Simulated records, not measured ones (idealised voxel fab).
process module | voxel transistor to metal
cross-section cut | 265 nm wide | cells 5 nm
A cross-section is a grid of square cells, given in bands from the top down. A band is one or more rows of cells.
Each band's line starts with the height of the band's top and of its bottom, in nm. Then come its materials from left to right, each with its width in nm. One material with "throughout" fills the band from edge to edge. "air" is empty space.
Height 0 is the level under which the wafer as received is all one material. The lowest band goes on downwards, as in "0 down".
A width such as "30 to 40" changes by the same amount from each row of cells to the next, from the band's top row to its bottom row.
"no change" after a step means that no cell of the cross-section changed.
closed voids: empty space of 8 cells or more with no open way to the top, each as width x height at its distance from the left edge, in nm
after a step's settings: what the simulator itself notes on the step
overlay nm, on a step with a mask: how far to the right of its planned place the mask lay; to the left if negative
plan
1 op RECEIVE | material Si
2 op CONFORMAL_DEP | material SiO2 | thk nm 5
3 op CONFORMAL_DEP | material SiN | thk nm 10
4 op DIRECTIONAL_DEP | material aC | thk nm 10
5 op PATTERN | tone cover | mask id ACTIVE | material resist | width nm 105 | pitch nm 125 | thk nm 30 | overlay nm 0
6 op DIRECTIONAL_ETCH | etch materials aC | depth nm 10
7 op STRIP | etch materials resist
8 op DIRECTIONAL_ETCH | etch materials SiN | depth nm 10
9 op DIRECTIONAL_ETCH | etch materials SiO2 | depth nm 5
10 op DIRECTIONAL_ETCH | etch materials Si | depth nm 35
11 op STRIP | etch materials aC
12 op FILL_DEP | material SiO2 | thk nm 10
13 op CMP | height nm 15
14 op SELECTIVE_ETCH | etch materials SiO2 | depth nm 5
15 op STRIP | etch materials SiN
16 op SELECTIVE_ETCH | etch materials SiO2 | depth nm 5
17 op OXIDIZE | depth nm 5
18 op DIRECTIONAL_DEP | material polySi | thk nm 25
19 op DIRECTIONAL_DEP | material SiCN | thk nm 15
20 op MASKED_ETCH | tone cover | mask id GATE | width nm 25 | pitch nm 125 | etch materials SiCN | depth nm 25 | overlay nm 0
21 op MASKED_ETCH | tone cover | mask id GATE | width nm 25 | pitch nm 125 | etch materials polySi | depth nm 35 | overlay nm 0
22 op CONFORMAL_DEP | material SiN | thk nm 5
23 op DIRECTIONAL_ETCH | etch materials SiN | depth nm 5
24 op DIRECTIONAL_ETCH | etch materials SiO2 | depth nm 5
25 op EPI | material nSi | thk nm 5
26 op FILL_DEP | material SiO2 | thk nm 10
27 op CMP | height nm 25
28 op STRIP | etch materials polySi
29 op SELECTIVE_ETCH | etch materials SiO2 | depth nm 5
30 op CONFORMAL_DEP | material HfO2 | thk nm 5
31 op CONFORMAL_DEP | material TiN | thk nm 5
32 op FILL_DEP | material W | thk nm 10
33 op CMP | height nm 20
34 op DIRECTIONAL_DEP | material SiO2 | thk nm 10
35 op PATTERN | tone open | mask id CONTACT | material resist | width nm 15 | thk nm 20 | overlay nm 0
36 op DIRECTIONAL_ETCH | etch materials SiO2 | depth nm 30
37 op STRIP | etch materials resist
38 op CONFORMAL_DEP | material TiN | thk nm 5
39 op FILL_DEP | material Ru | thk nm 10
40 op CMP | height nm 30
41 op CONFORMAL_DEP | material SiN | thk nm 5
42 op DIRECTIONAL_DEP | material lowk | thk nm 15
43 op PATTERN | tone open | mask id METAL_1 | material resist | width nm 15 | thk nm 15 | overlay nm 0
44 op DIRECTIONAL_ETCH | etch materials lowk | depth nm 15
45 op DIRECTIONAL_ETCH | etch materials SiN | depth nm 5
46 op STRIP | etch materials resist
47 op CONFORMAL_DEP | material TiN | thk nm 5
48 op FILL_DEP | material Cu | thk nm 5
49 op CMP | height nm 50
50 op EPI | material Ru | thk nm 5
51 op FILL_DEP | material SiCN | thk nm 5
first wafer, as planned
as received, after step 1
  0 down: Si throughout
  closed voids: none
after step 2
  5 to 0: SiO2 throughout
  below 0: unchanged
after step 3
  15 to 5: SiN throughout
  below 5: unchanged
after step 4
  25 to 15: aC throughout
  below 15: unchanged
after step 5
  55 to 25: air 15 | resist 105 | air 20 | resist 105 | air 20
  below 25: unchanged
after step 6
  45 to 25: air 15 | resist 105 | air 20 | resist 105 | air 20
  25 to 15: air 15 | aC 105 | air 20 | aC 105 | air 20
  below 15: unchanged
after step 7
  25 to 15: air 15 | aC 105 | air 20 | aC 105 | air 20
  below 15: unchanged
after step 8
  25 to 15: air 15 | aC 105 | air 20 | aC 105 | air 20
  15 to 5: air 15 | SiN 105 | air 20 | SiN 105 | air 20
  below 5: unchanged
after step 9
  25 to 15: air 15 | aC 105 | air 20 | aC 105 | air 20
  15 to 5: air 15 | SiN 105 | air 20 | SiN 105 | air 20
  5 to 0: air 15 | SiO2 105 | air 20 | SiO2 105 | air 20
  below 0: unchanged
after step 10
  25 to 15: air 15 | aC 105 | air 20 | aC 105 | air 20
  15 to 5: air 15 | SiN 105 | air 20 | SiN 105 | air 20
  5 to 0: air 15 | SiO2 105 | air 20 | SiO2 105 | air 20
  0 to -35: air 15 | Si 105 | air 20 | Si 105 | air 20
  below -35: unchanged
after step 11
  15 to 5: air 15 | SiN 105 | air 20 | SiN 105 | air 20
  below 5: unchanged
after step 12
  25 to 15: SiO2 throughout
  15 to 5: SiO2 15 | SiN 105 | SiO2 20 | SiN 105 | SiO2 20
  5 to 0: SiO2 throughout
  0 to -35: SiO2 15 | Si 105 | SiO2 20 | Si 105 | SiO2 20
  below -35: unchanged
after step 13
  15 to 5: SiO2 15 | SiN 105 | SiO2 20 | SiN 105 | SiO2 20
  below 5: unchanged
after step 14
  15 to 10: air 15 | SiN 105 | air 20 | SiN 105 | air 20
  below 10: unchanged
after step 15
  10 to 5: SiO2 15 | air 105 | SiO2 20 | air 105 | SiO2 20
  below 5: unchanged
after step 16
  5 to 0: SiO2 10 | air 115 | SiO2 10 | air 115 | SiO2 15
  below 0: unchanged
after step 17
  5 to 0: SiO2 10 | air 115 | SiO2 10 | air 115 | SiO2 15
  0 to -5: SiO2 throughout
  below -5: unchanged
after step 18
  30 to 25: polySi 10 | air 115 | polySi 10 | air 115 | polySi 15
  25 to 5: polySi throughout
  5 to 0: SiO2 10 | polySi 115 | SiO2 10 | polySi 115 | SiO2 15
  below 0: unchanged
after step 19
  45 to 40: SiCN 10 | air 115 | SiCN 10 | air 115 | SiCN 15
  40 to 30: SiCN throughout
  30 to 25: polySi 10 | SiCN 115 | polySi 10 | SiCN 115 | polySi 15
  below 25: unchanged
after step 20
  40 to 30: air 55 | SiCN 25 | air 100 | SiCN 25 | air 60
  30 to 25: polySi 10 | air 45 | SiCN 25 | air 45 | polySi 10 | air 45 | SiCN 25 | air 45 | polySi 15
  below 25: unchanged
after step 21
  40 to 25: air 55 | SiCN 25 | air 100 | SiCN 25 | air 60
  25 to 5: air 55 | polySi 25 | air 100 | polySi 25 | air 60
  5 to 0: SiO2 10 | air 45 | polySi 25 | air 45 | SiO2 10 | air 45 | polySi 25 | air 45 | SiO2 15
  below 0: unchanged
after step 22
  45 to 40: air 50 | SiN 35 | air 90 | SiN 35 | air 55
  40 to 25: air 50 | SiN 5 | SiCN 25 | SiN 5 | air 90 | SiN 5 | SiCN 25 | SiN 5 | air 55
  25 to 10: air 50 | SiN 5 | polySi 25 | SiN 5 | air 90 | SiN 5 | polySi 25 | SiN 5 | air 55
  10 to 5: SiN 15 | air 35 | SiN 5 | polySi 25 | SiN 5 | air 35 | SiN 20 | air 35 | SiN 5 | polySi 25 | SiN 5 | air 35 | SiN 20
  5 to 0: SiO2 10 | SiN 45 | polySi 25 | SiN 45 | SiO2 10 | SiN 45 | polySi 25 | SiN 45 | SiO2 15
  below 0: unchanged
after step 23
  40 to 25: air 50 | SiN 5 | SiCN 25 | SiN 5 | air 90 | SiN 5 | SiCN 25 | SiN 5 | air 55
  25 to 5: air 50 | SiN 5 | polySi 25 | SiN 5 | air 90 | SiN 5 | polySi 25 | SiN 5 | air 55
  5 to 0: SiO2 10 | SiN 5 | air 35 | SiN 5 | polySi 25 | SiN 5 | air 35 | SiN 5 | SiO2 10 | SiN 5 | air 35 | SiN 5 | polySi 25 | SiN 5 | air 35 | SiN 5 | SiO2 15
  below 0: unchanged
after step 24
  40 to 25: air 50 | SiN 5 | SiCN 25 | SiN 5 | air 90 | SiN 5 | SiCN 25 | SiN 5 | air 55
  25 to 5: air 50 | SiN 5 | polySi 25 | SiN 5 | air 90 | SiN 5 | polySi 25 | SiN 5 | air 55
  5 to 0: air 10 | SiN 5 | air 35 | SiN 5 | polySi 25 | SiN 5 | air 35 | SiN 5 | air 10 | SiN 5 | air 35 | SiN 5 | polySi 25 | SiN 5 | air 35 | SiN 5 | air 15
  0 to -5: SiO2 15 | air 35 | SiO2 35 | air 35 | SiO2 20 | air 35 | SiO2 35 | air 35 | SiO2 20
  below -5: unchanged
after step 25
  40 to 25: air 50 | SiN 5 | SiCN 25 | SiN 5 | air 90 | SiN 5 | SiCN 25 | SiN 5 | air 55
  25 to 5: air 50 | SiN 5 | polySi 25 | SiN 5 | air 90 | SiN 5 | polySi 25 | SiN 5 | air 55
  5 to 0: air 10 | SiN 5 | air 35 | SiN 5 | polySi 25 | SiN 5 | air 35 | SiN 5 | air 10 | SiN 5 | air 35 | SiN 5 | polySi 25 | SiN 5 | air 35 | SiN 5 | air 15
  0 to -5: SiO2 15 | nSi 35 | SiO2 35 | nSi 35 | SiO2 20 | nSi 35 | SiO2 35 | nSi 35 | SiO2 20
  below -5: unchanged
after step 26
  50 to 40: SiO2 throughout
  40 to 25: SiO2 50 | SiN 5 | SiCN 25 | SiN 5 | SiO2 90 | SiN 5 | SiCN 25 | SiN 5 | SiO2 55
  25 to 5: SiO2 50 | SiN 5 | polySi 25 | SiN 5 | SiO2 90 | SiN 5 | polySi 25 | SiN 5 | SiO2 55
  5 to 0: SiO2 10 | SiN 5 | SiO2 35 | SiN 5 | polySi 25 | SiN 5 | SiO2 35 | SiN 5 | SiO2 10 | SiN 5 | SiO2 35 | SiN 5 | polySi 25 | SiN 5 | SiO2 35 | SiN 5 | SiO2 15
  below 0: unchanged
after step 27
  25 to 5: SiO2 50 | SiN 5 | polySi 25 | SiN 5 | SiO2 90 | SiN 5 | polySi 25 | SiN 5 | SiO2 55
  below 5: unchanged
after step 28
  25 to 5: SiO2 50 | SiN 5 | air 25 | SiN 5 | SiO2 90 | SiN 5 | air 25 | SiN 5 | SiO2 55
  5 to 0: SiO2 10 | SiN 5 | SiO2 35 | SiN 5 | air 25 | SiN 5 | SiO2 35 | SiN 5 | SiO2 10 | SiN 5 | SiO2 35 | SiN 5 | air 25 | SiN 5 | SiO2 35 | SiN 5 | SiO2 15
  below 0: unchanged
after step 29
  25 to 20: air 50 | SiN 5 | air 25 | SiN 5 | air 90 | SiN 5 | air 25 | SiN 5 | air 55
  20 to 5: SiO2 50 | SiN 5 | air 25 | SiN 5 | SiO2 90 | SiN 5 | air 25 | SiN 5 | SiO2 55
  5 to 0: SiO2 10 | SiN 5 | SiO2 35 | SiN 5 | air 25 | SiN 5 | SiO2 35 | SiN 5 | SiO2 10 | SiN 5 | SiO2 35 | SiN 5 | air 25 | SiN 5 | SiO2 35 | SiN 5 | SiO2 15
  0 to -5: SiO2 15 | nSi 35 | air 35 | nSi 35 | SiO2 20 | nSi 35 | air 35 | nSi 35 | SiO2 20
  below -5: unchanged
after step 30
  30 to 25: air 45 | HfO2 15 | air 15 | HfO2 15 | air 80 | HfO2 15 | air 15 | HfO2 15 | air 50
  25 to 20: HfO2 50 | SiN 5 | HfO2 5 | air 15 | HfO2 5 | SiN 5 | HfO2 90 | SiN 5 | HfO2 5 | air 15 | HfO2 5 | SiN 5 | HfO2 55
  20 to 5: SiO2 50 | SiN 5 | HfO2 5 | air 15 | HfO2 5 | SiN 5 | SiO2 90 | SiN 5 | HfO2 5 | air 15 | HfO2 5 | SiN 5 | SiO2 55
  5 to 0: SiO2 10 | SiN 5 | SiO2 35 | SiN 5 | HfO2 5 | air 15 | HfO2 5 | SiN 5 | SiO2 35 | SiN 5 | SiO2 10 | SiN 5 | SiO2 35 | SiN 5 | HfO2 5 | air 15 | HfO2 5 | SiN 5 | SiO2 35 | SiN 5 | SiO2 15
  0 to -5: SiO2 15 | nSi 35 | HfO2 35 | nSi 35 | SiO2 20 | nSi 35 | HfO2 35 | nSi 35 | SiO2 20
  below -5: unchanged
after step 31
  35 to 30: air 40 | TiN 25 | air 5 | TiN 25 | air 70 | TiN 25 | air 5 | TiN 25 | air 45
  30 to 25: TiN 45 | HfO2 15 | TiN 5 | air 5 | TiN 5 | HfO2 15 | TiN 80 | HfO2 15 | TiN 5 | air 5 | TiN 5 | HfO2 15 | TiN 50
  25 to 20: HfO2 50 | SiN 5 | HfO2 5 | TiN 5 | air 5 | TiN 5 | HfO2 5 | SiN 5 | HfO2 90 | SiN 5 | HfO2 5 | TiN 5 | air 5 | TiN 5 | HfO2 5 | SiN 5 | HfO2 55
  20 to 5: SiO2 50 | SiN 5 | HfO2 5 | TiN 5 | air 5 | TiN 5 | HfO2 5 | SiN 5 | SiO2 90 | SiN 5 | HfO2 5 | TiN 5 | air 5 | TiN 5 | HfO2 5 | SiN 5 | SiO2 55
  5 to 0: SiO2 10 | SiN 5 | SiO2 35 | SiN 5 | HfO2 5 | TiN 15 | HfO2 5 | SiN 5 | SiO2 35 | SiN 5 | SiO2 10 | SiN 5 | SiO2 35 | SiN 5 | HfO2 5 | TiN 15 | HfO2 5 | SiN 5 | SiO2 35 | SiN 5 | SiO2 15
  below 0: unchanged
after step 32
  45 to 35: W throughout
  35 to 30: W 40 | TiN 25 | W 5 | TiN 25 | W 70 | TiN 25 | W 5 | TiN 25 | W 45
  30 to 25: TiN 45 | HfO2 15 | TiN 5 | W 5 | TiN 5 | HfO2 15 | TiN 80 | HfO2 15 | TiN 5 | W 5 | TiN 5 | HfO2 15 | TiN 50
  25 to 20: HfO2 50 | SiN 5 | HfO2 5 | TiN 5 | W 5 | TiN 5 | HfO2 5 | SiN 5 | HfO2 90 | SiN 5 | HfO2 5 | TiN 5 | W 5 | TiN 5 | HfO2 5 | SiN 5 | HfO2 55
  20 to 5: SiO2 50 | SiN 5 | HfO2 5 | TiN 5 | W 5 | TiN 5 | HfO2 5 | SiN 5 | SiO2 90 | SiN 5 | HfO2 5 | TiN 5 | W 5 | TiN 5 | HfO2 5 | SiN 5 | SiO2 55
  below 5: unchanged
after step 33
  20 to 5: SiO2 50 | SiN 5 | HfO2 5 | TiN 5 | W 5 | TiN 5 | HfO2 5 | SiN 5 | SiO2 90 | SiN 5 | HfO2 5 | TiN 5 | W 5 | TiN 5 | HfO2 5 | SiN 5 | SiO2 55
  below 5: unchanged
after step 34
  30 to 20: SiO2 throughout
  below 20: unchanged
after step 35
  50 to 30: resist 25 | air 15 | resist 55 | air 15 | resist 40 | air 15 | resist 55 | air 15 | resist 30
  below 30: unchanged
after step 36
  50 to 30: resist 25 | air 15 | resist 55 | air 15 | resist 40 | air 15 | resist 55 | air 15 | resist 30
  30 to 20: SiO2 25 | air 15 | SiO2 55 | air 15 | SiO2 40 | air 15 | SiO2 55 | air 15 | SiO2 30
  20 to 5: SiO2 25 | air 15 | SiO2 10 | SiN 5 | HfO2 5 | TiN 5 | W 5 | TiN 5 | HfO2 5 | SiN 5 | SiO2 10 | air 15 | SiO2 40 | air 15 | SiO2 10 | SiN 5 | HfO2 5 | TiN 5 | W 5 | TiN 5 | HfO2 5 | SiN 5 | SiO2 10 | air 15 | SiO2 30
  5 to 0: SiO2 10 | SiN 5 | SiO2 10 | air 15 | SiO2 10 | SiN 5 | HfO2 5 | TiN 15 | HfO2 5 | SiN 5 | SiO2 10 | air 15 | SiO2 10 | SiN 5 | SiO2 10 | SiN 5 | SiO2 10 | air 15 | SiO2 10 | SiN 5 | HfO2 5 | TiN 15 | HfO2 5 | SiN 5 | SiO2 10 | air 15 | SiO2 10 | SiN 5 | SiO2 15
  below 0: unchanged
after step 37
  30 to 20: SiO2 25 | air 15 | SiO2 55 | air 15 | SiO2 40 | air 15 | SiO2 55 | air 15 | SiO2 30
  below 20: unchanged
after step 38
  35 to 30: TiN 30 | air 5 | TiN 65 | air 5 | TiN 50 | air 5 | TiN 65 | air 5 | TiN 35
  30 to 20: SiO2 25 | TiN 5 | air 5 | TiN 5 | SiO2 55 | TiN 5 | air 5 | TiN 5 | SiO2 40 | TiN 5 | air 5 | TiN 5 | SiO2 55 | TiN 5 | air 5 | TiN 5 | SiO2 30
  20 to 5: SiO2 25 | TiN 5 | air 5 | TiN 5 | SiO2 10 | SiN 5 | HfO2 5 | TiN 5 | W 5 | TiN 5 | HfO2 5 | SiN 5 | SiO2 10 | TiN 5 | air 5 | TiN 5 | SiO2 40 | TiN 5 | air 5 | TiN 5 | SiO2 10 | SiN 5 | HfO2 5 | TiN 5 | W 5 | TiN 5 | HfO2 5 | SiN 5 | SiO2 10 | TiN 5 | air 5 | TiN 5 | SiO2 30
  5 to 0: SiO2 10 | SiN 5 | SiO2 10 | TiN 15 | SiO2 10 | SiN 5 | HfO2 5 | TiN 15 | HfO2 5 | SiN 5 | SiO2 10 | TiN 15 | SiO2 10 | SiN 5 | SiO2 10 | SiN 5 | SiO2 10 | TiN 15 | SiO2 10 | SiN 5 | HfO2 5 | TiN 15 | HfO2 5 | SiN 5 | SiO2 10 | TiN 15 | SiO2 10 | SiN 5 | SiO2 15
  below 0: unchanged
after step 39
  45 to 35: Ru throughout
  35 to 30: TiN 30 | Ru 5 | TiN 65 | Ru 5 | TiN 50 | Ru 5 | TiN 65 | Ru 5 | TiN 35
  30 to 20: SiO2 25 | TiN 5 | Ru 5 | TiN 5 | SiO2 55 | TiN 5 | Ru 5 | TiN 5 | SiO2 40 | TiN 5 | Ru 5 | TiN 5 | SiO2 55 | TiN 5 | Ru 5 | TiN 5 | SiO2 30
  20 to 5: SiO2 25 | TiN 5 | Ru 5 | TiN 5 | SiO2 10 | SiN 5 | HfO2 5 | TiN 5 | W 5 | TiN 5 | HfO2 5 | SiN 5 | SiO2 10 | TiN 5 | Ru 5 | TiN 5 | SiO2 40 | TiN 5 | Ru 5 | TiN 5 | SiO2 10 | SiN 5 | HfO2 5 | TiN 5 | W 5 | TiN 5 | HfO2 5 | SiN 5 | SiO2 10 | TiN 5 | Ru 5 | TiN 5 | SiO2 30
  below 5: unchanged
after step 40
  30 to 20: SiO2 25 | TiN 5 | Ru 5 | TiN 5 | SiO2 55 | TiN 5 | Ru 5 | TiN 5 | SiO2 40 | TiN 5 | Ru 5 | TiN 5 | SiO2 55 | TiN 5 | Ru 5 | TiN 5 | SiO2 30
  below 20: unchanged
after step 41
  35 to 30: SiN throughout
  below 30: unchanged
after step 42
  50 to 35: lowk throughout
  below 35: unchanged
after step 43
  65 to 50: resist 25 | air 15 | resist 55 | air 15 | resist 40 | air 15 | resist 55 | air 15 | resist 30
  below 50: unchanged
after step 44
  65 to 50: resist 25 | air 15 | resist 55 | air 15 | resist 40 | air 15 | resist 55 | air 15 | resist 30
  50 to 35: lowk 25 | air 15 | lowk 55 | air 15 | lowk 40 | air 15 | lowk 55 | air 15 | lowk 30
  below 35: unchanged
after step 45
  65 to 50: resist 25 | air 15 | resist 55 | air 15 | resist 40 | air 15 | resist 55 | air 15 | resist 30
  50 to 35: lowk 25 | air 15 | lowk 55 | air 15 | lowk 40 | air 15 | lowk 55 | air 15 | lowk 30
  35 to 30: SiN 25 | air 15 | SiN 55 | air 15 | SiN 40 | air 15 | SiN 55 | air 15 | SiN 30
  below 30: unchanged
after step 46
  50 to 35: lowk 25 | air 15 | lowk 55 | air 15 | lowk 40 | air 15 | lowk 55 | air 15 | lowk 30
  below 35: unchanged
after step 47
  55 to 50: TiN 30 | air 5 | TiN 65 | air 5 | TiN 50 | air 5 | TiN 65 | air 5 | TiN 35
  50 to 35: lowk 25 | TiN 5 | air 5 | TiN 5 | lowk 55 | TiN 5 | air 5 | TiN 5 | lowk 40 | TiN 5 | air 5 | TiN 5 | lowk 55 | TiN 5 | air 5 | TiN 5 | lowk 30
  35 to 30: SiN 25 | TiN 15 | SiN 55 | TiN 15 | SiN 40 | TiN 15 | SiN 55 | TiN 15 | SiN 30
  below 30: unchanged
after step 48
  60 to 55: Cu throughout
  55 to 50: TiN 30 | Cu 5 | TiN 65 | Cu 5 | TiN 50 | Cu 5 | TiN 65 | Cu 5 | TiN 35
  50 to 35: lowk 25 | TiN 5 | Cu 5 | TiN 5 | lowk 55 | TiN 5 | Cu 5 | TiN 5 | lowk 40 | TiN 5 | Cu 5 | TiN 5 | lowk 55 | TiN 5 | Cu 5 | TiN 5 | lowk 30
  below 35: unchanged
after step 49
  50 to 35: lowk 25 | TiN 5 | Cu 5 | TiN 5 | lowk 55 | TiN 5 | Cu 5 | TiN 5 | lowk 40 | TiN 5 | Cu 5 | TiN 5 | lowk 55 | TiN 5 | Cu 5 | TiN 5 | lowk 30
  below 35: unchanged
after step 50
  55 to 50: air 20 | Ru 25 | air 45 | Ru 25 | air 30 | Ru 25 | air 45 | Ru 25 | air 25
  below 50: unchanged
after step 51
  60 to 55: SiCN throughout
  55 to 50: SiCN 20 | Ru 25 | SiCN 45 | Ru 25 | SiCN 30 | Ru 25 | SiCN 45 | Ru 25 | SiCN 25
  below 50: unchanged
second wafer: like start, like plan, one mistake. Through step 34 it matches the first wafer
when step 35 should have ended
  50 to 30: resist 25 | air 20 | resist 50 | air 20 | resist 35 | air 20 | resist 50 | air 20 | resist 25
  below 30: unchanged
when step 36 should have ended
  50 to 30: resist 25 | air 20 | resist 50 | air 20 | resist 35 | air 20 | resist 50 | air 20 | resist 25
  30 to 20: SiO2 25 | air 20 | SiO2 50 | air 20 | SiO2 35 | air 20 | SiO2 50 | air 20 | SiO2 25
  20 to 5: SiO2 25 | air 20 | SiO2 5 | SiN 5 | HfO2 5 | TiN 5 | W 5 | TiN 5 | HfO2 5 | SiN 5 | SiO2 10 | air 20 | SiO2 35 | air 20 | SiO2 5 | SiN 5 | HfO2 5 | TiN 5 | W 5 | TiN 5 | HfO2 5 | SiN 5 | SiO2 10 | air 20 | SiO2 25
  5 to 0: SiO2 10 | SiN 5 | SiO2 10 | air 20 | SiO2 5 | SiN 5 | HfO2 5 | TiN 15 | HfO2 5 | SiN 5 | SiO2 10 | air 20 | SiO2 5 | SiN 5 | SiO2 10 | SiN 5 | SiO2 10 | air 20 | SiO2 5 | SiN 5 | HfO2 5 | TiN 15 | HfO2 5 | SiN 5 | SiO2 10 | air 20 | SiO2 5 | SiN 5 | SiO2 15
  below 0: unchanged
when step 37 should have ended
  30 to 20: SiO2 25 | air 20 | SiO2 50 | air 20 | SiO2 35 | air 20 | SiO2 50 | air 20 | SiO2 25
  below 20: unchanged
when step 38 should have ended
  35 to 30: TiN 30 | air 10 | TiN 60 | air 10 | TiN 45 | air 10 | TiN 60 | air 10 | TiN 30
  30 to 20: SiO2 25 | TiN 5 | air 10 | TiN 5 | SiO2 50 | TiN 5 | air 10 | TiN 5 | SiO2 35 | TiN 5 | air 10 | TiN 5 | SiO2 50 | TiN 5 | air 10 | TiN 5 | SiO2 25
  20 to 5: SiO2 25 | TiN 5 | air 10 | TiN 5 | SiO2 5 | SiN 5 | HfO2 5 | TiN 5 | W 5 | TiN 5 | HfO2 5 | SiN 5 | SiO2 10 | TiN 5 | air 10 | TiN 5 | SiO2 35 | TiN 5 | air 10 | TiN 5 | SiO2 5 | SiN 5 | HfO2 5 | TiN 5 | W 5 | TiN 5 | HfO2 5 | SiN 5 | SiO2 10 | TiN 5 | air 10 | TiN 5 | SiO2 25
  5 to 0: SiO2 10 | SiN 5 | SiO2 10 | TiN 20 | SiO2 5 | SiN 5 | HfO2 5 | TiN 15 | HfO2 5 | SiN 5 | SiO2 10 | TiN 20 | SiO2 5 | SiN 5 | SiO2 10 | SiN 5 | SiO2 10 | TiN 20 | SiO2 5 | SiN 5 | HfO2 5 | TiN 15 | HfO2 5 | SiN 5 | SiO2 10 | TiN 20 | SiO2 5 | SiN 5 | SiO2 15
  below 0: unchanged
when step 39 should have ended
  45 to 35: Ru throughout
  35 to 30: TiN 30 | Ru 10 | TiN 60 | Ru 10 | TiN 45 | Ru 10 | TiN 60 | Ru 10 | TiN 30
  30 to 20: SiO2 25 | TiN 5 | Ru 10 | TiN 5 | SiO2 50 | TiN 5 | Ru 10 | TiN 5 | SiO2 35 | TiN 5 | Ru 10 | TiN 5 | SiO2 50 | TiN 5 | Ru 10 | TiN 5 | SiO2 25
  20 to 5: SiO2 25 | TiN 5 | Ru 10 | TiN 5 | SiO2 5 | SiN 5 | HfO2 5 | TiN 5 | W 5 | TiN 5 | HfO2 5 | SiN 5 | SiO2 10 | TiN 5 | Ru 10 | TiN 5 | SiO2 35 | TiN 5 | Ru 10 | TiN 5 | SiO2 5 | SiN 5 | HfO2 5 | TiN 5 | W 5 | TiN 5 | HfO2 5 | SiN 5 | SiO2 10 | TiN 5 | Ru 10 | TiN 5 | SiO2 25
  below 5: unchanged
when step 40 should have ended
  30 to 20: SiO2 25 | TiN 5 | Ru 10 | TiN 5 | SiO2 50 | TiN 5 | Ru 10 | TiN 5 | SiO2 35 | TiN 5 | Ru 10 | TiN 5 | SiO2 50 | TiN 5 | Ru 10 | TiN 5 | SiO2 25
  below 20: unchanged
when step 41 should have ended
  35 to 30: SiN throughout
  below 30: unchanged
when step 42 should have ended
  50 to 35: lowk throughout
  below 35: unchanged
when step 43 should have ended
  65 to 50: resist 25 | air 15 | resist 55 | air 15 | resist 40 | air 15 | resist 55 | air 15 | resist 30
  below 50: unchanged
when step 44 should have ended
  65 to 50: resist 25 | air 15 | resist 55 | air 15 | resist 40 | air 15 | resist 55 | air 15 | resist 30
  50 to 35: lowk 25 | air 15 | lowk 55 | air 15 | lowk 40 | air 15 | lowk 55 | air 15 | lowk 30
  below 35: unchanged
when step 45 should have ended
  65 to 50: resist 25 | air 15 | resist 55 | air 15 | resist 40 | air 15 | resist 55 | air 15 | resist 30
  50 to 35: lowk 25 | air 15 | lowk 55 | air 15 | lowk 40 | air 15 | lowk 55 | air 15 | lowk 30
  35 to 30: SiN 25 | air 15 | SiN 55 | air 15 | SiN 40 | air 15 | SiN 55 | air 15 | SiN 30
  below 30: unchanged
when step 46 should have ended
  50 to 35: lowk 25 | air 15 | lowk 55 | air 15 | lowk 40 | air 15 | lowk 55 | air 15 | lowk 30
  below 35: unchanged
when step 47 should have ended
  55 to 50: TiN 30 | air 5 | TiN 65 | air 5 | TiN 50 | air 5 | TiN 65 | air 5 | TiN 35
  50 to 35: lowk 25 | TiN 5 | air 5 | TiN 5 | lowk 55 | TiN 5 | air 5 | TiN 5 | lowk 40 | TiN 5 | air 5 | TiN 5 | lowk 55 | TiN 5 | air 5 | TiN 5 | lowk 30
  35 to 30: SiN 25 | TiN 15 | SiN 55 | TiN 15 | SiN 40 | TiN 15 | SiN 55 | TiN 15 | SiN 30
  below 30: unchanged
when step 48 should have ended
  60 to 55: Cu throughout
  55 to 50: TiN 30 | Cu 5 | TiN 65 | Cu 5 | TiN 50 | Cu 5 | TiN 65 | Cu 5 | TiN 35
  50 to 35: lowk 25 | TiN 5 | Cu 5 | TiN 5 | lowk 55 | TiN 5 | Cu 5 | TiN 5 | lowk 40 | TiN 5 | Cu 5 | TiN 5 | lowk 55 | TiN 5 | Cu 5 | TiN 5 | lowk 30
  below 35: unchanged
when step 49 should have ended
  50 to 35: lowk 25 | TiN 5 | Cu 5 | TiN 5 | lowk 55 | TiN 5 | Cu 5 | TiN 5 | lowk 40 | TiN 5 | Cu 5 | TiN 5 | lowk 55 | TiN 5 | Cu 5 | TiN 5 | lowk 30
  below 35: unchanged
when step 50 should have ended
  55 to 50: air 20 | Ru 25 | air 45 | Ru 25 | air 30 | Ru 25 | air 45 | Ru 25 | air 25
  below 50: unchanged
when step 51 should have ended
  60 to 55: SiCN throughout
  55 to 50: SiCN 20 | Ru 25 | SiCN 45 | Ru 25 | SiCN 30 | Ru 25 | SiCN 45 | Ru 25 | SiCN 25
  below 50: unchanged
what went wrong: step 35 ran as: op PATTERN | tone open | mask id CONTACT | material resist | width nm 20 | thk nm 20 | overlay nm 0
at the end the second wafer has, in cells: 20 more of Ru | 24 fewer of SiO2 | 4 more of TiN
